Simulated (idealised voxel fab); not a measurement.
process module | voxel released beams
cross-section cut | 240 nm wide | cells 5 nm
A cross-section is a grid of square cells, given in bands from the top down. A band is one or more rows of cells.
Each band's line starts with the height of the band's top and of its bottom, in nm. Then come its materials from left to right, each with its width in nm. One material with "throughout" fills the band from edge to edge. "air" is empty space.
Height 0 is the level under which the wafer as received is all one material. The lowest band goes on downwards, as in "0 down".
A width such as "30 to 40" changes by the same amount from each row of cells to the next, from the band's top row to its bottom row.
"no change" after a step means that no cell of the cross-section changed.
closed voids: empty space of 8 cells or more with no open way to the top, each as width x height at its distance from the left edge, in nm
after a step's settings: what the simulator itself notes on the step
overlay nm, on a step with a mask: how far to the right of its planned place the mask lay; to the left if negative
plan
1 op RECEIVE | material Si
2 op CONFORMAL_DEP | material SiN | thk nm 10
3 op DIRECTIONAL_DEP | material SiO2 | thk nm 10
4 op PATTERN | tone open | mask id ANCHOR | material resist | width nm 45 | thk nm 20 | overlay nm 0
5 op DIRECTIONAL_ETCH | etch materials SiO2 | depth nm 10
6 op STRIP | etch materials resist
7 op CONFORMAL_DEP | material W | thk nm 15
8 op MASKED_ETCH | tone cover | mask id BEAM | width nm 95 | etch materials W | depth nm 15 | overlay nm 0
9 op STRIP | etch materials SiO2
varied across the wafers: width nm of step 8. The plan shows the first wafer's value. All wafers start alike
first wafer as received, after step 1
  0 down: Si throughout
  closed voids: none
each wafer at the end: cells of each material gained (+) or lost (-) since it was received, then its closed voids
width nm 95 | +96 SiN | +69 W | closed voids: none
width nm 100 | +96 SiN | +72 W | closed voids: none
width nm 105 | +96 SiN | +75 W | closed voids: none
width nm 110 | +96 SiN | +78 W | closed voids: none
width nm 115 | +96 SiN | +81 W | closed voids: none
width nm 120 | +96 SiN | +84 W | closed voids: none
